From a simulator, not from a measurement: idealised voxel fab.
This is a process module. Its name is voxel released beams.
For reference, the cross-section in this document is cut, with width 265 nm and square cells of 5 nm.
This document writes a cross-section as a grid whose cells are square, and gives it as bands, listed from the top down; one or more rows of cells form a band. Top, bottom (nm), then materials left to right with widths (nm); lone material tagged "full width" fills the whole band edge to edge; "blank" = empty space. Heights are reckoned from 0. Under this level, the received wafer is all of one material. The bottommost band is open-ended downward, for example "0 down". Note: "30->40" means the width goes from the first number (top row of the band) to the second number (bottom row) in equal steps per row of cells. "no alterations made" after a step means that no cell of the cross-section changed. Entry "Sealed internal voids". Content: empty spaces with no open connection to the top, size 8 cells or greater. Each: width x height at distance. Distance: from left edge. Unit: nm. Text after the settings on a step's line: the simulator's own remark on that step. overlay nm: mask offset rightward from planned place, masked step; negative means leftward offset.

Intended process steps
1 RECEIVE,material Si
2 CONFORMAL_DEP,material SiN,thk nm 10
3 DIRECTIONAL_DEP,material SiO2,thk nm 15
4 PATTERN,tone open,mask id ANCHOR,material resist,width nm 40,thk nm 15,overlay nm 0
5 DIRECTIONAL_ETCH,etch materials SiO2,depth nm 15
6 STRIP,etch materials resist
7 CONFORMAL_DEP,material W,thk nm 15
8 DIRECTIONAL_DEP,material aC,thk nm 10
9 PATTERN,tone cover,mask id BEAM,material resist,width nm 90,thk nm 30,overlay nm 0
10 DIRECTIONAL_ETCH,etch materials aC,depth nm 10
11 STRIP,etch materials resist
12 DIRECTIONAL_ETCH,etch materials W,depth nm 15
13 STRIP,etch materials aC
14 STRIP,etch materials SiO2

First of two wafers, processed according to plan

Incoming wafer in cross-section (state: after step 1)
    0 down | Si full width
    Sealed internal voids: none

Cross-section of the wafer after step 2
    10 to 0 | SiN full width
    Below a height of 0, the structure has not been altered.

Cross-section of the wafer after step 3
    25 to 10 | SiO2 full width
    Below a height of 10, the structure has not been altered.

Cross-section of the wafer after step 4
    40 to 25 | resist: 90  blank: 40  resist: 135
    Below a height of 25, the structure has not been altered.

Cross-section of the wafer after step 5
    40 to 25 | resist: 90  blank: 40  resist: 135
    25 to 10 | SiO2: 90  blank: 40  SiO2: 135
    Below a height of 10, the structure has not been altered.

Cross-section of the wafer after step 6
    25 to 10 | SiO2: 90  blank: 40  SiO2: 135
    Below a height of 10, the structure has not been altered.

Cross-section of the wafer after step 7
    40 to 25 | W: 105  blank: 10  W: 150
    25 to 10 | SiO2: 90  W: 40  SiO2: 135
    Below a height of 10, the structure has not been altered.

Cross-section of the wafer after step 8
    50 to 40 | aC: 105  blank: 10  aC: 150
    40 to 35 | W: 105  blank: 10  W: 150
    35 to 25 | W: 105  aC: 10  W: 150
    Below a height of 25, the structure has not been altered.

Cross-section of the wafer after step 9
    80 to 50 | blank: 85  resist: 90  blank: 90
    50 to 40 | aC: 105  resist: 10  aC: 150
    40 to 35 | W: 105  resist: 10  W: 150
    Below a height of 35, the structure has not been altered.

Cross-section of the wafer after step 10
    70 to 50 | blank: 85  resist: 90  blank: 90
    50 to 40 | blank: 85  aC: 20  resist: 10  aC: 60  blank: 90
    Below a height of 40, the structure has not been altered.

Cross-section of the wafer after step 11
    50 to 40 | blank: 85  aC: 20  blank: 10  aC: 60  blank: 90
    40 to 35 | W: 105  blank: 10  W: 150
    Below a height of 35, the structure has not been altered.

Cross-section of the wafer after step 12
    50 to 40 | blank: 85  aC: 20  blank: 10  aC: 60  blank: 90
    40 to 35 | blank: 85  W: 20  blank: 10  W: 60  blank: 90
    35 to 25 | blank: 85  W: 20  aC: 10  W: 60  blank: 90
    Below a height of 25, the structure has not been altered.

Cross-section of the wafer after step 13
    40 to 25 | blank: 85  W: 20  blank: 10  W: 60  blank: 90
    Below a height of 25, the structure has not been altered.

Cross-section of the wafer after step 14
    40 to 25 | blank: 85  W: 20  blank: 10  W: 60  blank: 90
    25 to 10 | blank: 90  W: 40  blank: 135
    Below a height of 10, the structure has not been altered.

Second wafer - shared start and plan with the first - one error in running - same as the first up to step 6 inclusive

The second wafer cut through, at the time step 7 was supposed to be finished
    55 to 25 | W full width
    25 to 10 | SiO2: 90  W: 40  SiO2: 135
    Below a height of 10, the structure has not been altered.

The second wafer cut through, at the time step 8 was supposed to be finished
    65 to 55 | aC full width
    Below a height of 55, the structure has not been altered.

The second wafer cut through, at the time step 9 was supposed to be finished
    95 to 65 | blank: 85  resist: 90  blank: 90
    Below a height of 65, the structure has not been altered.

The second wafer cut through, at the time step 10 was supposed to be finished
    85 to 65 | blank: 85  resist: 90  blank: 90
    65 to 55 | blank: 85  aC: 90  blank: 90
    Below a height of 55, the structure has not been altered.

The second wafer cut through, at the time step 11 was supposed to be finished
    65 to 55 | blank: 85  aC: 90  blank: 90
    Below a height of 55, the structure has not been altered.

The second wafer cut through, at the time step 12 was supposed to be finished
    65 to 55 | blank: 85  aC: 90  blank: 90
    55 to 40 | blank: 85  W: 90  blank: 90
    Below a height of 40, the structure has not been altered.

The second wafer cut through, at the time step 13 was supposed to be finished
    55 to 40 | blank: 85  W: 90  blank: 90
    Below a height of 40, the structure has not been altered.

The second wafer cut through, at the time step 14 was supposed to be finished: no alterations made
Deviation noted in wafer processing: step 7 of the plan was twice carried out
FYI, end of process, the second wafer has more or fewer cells of some materials than the first: 135 more of SiO2 | 165 more of W
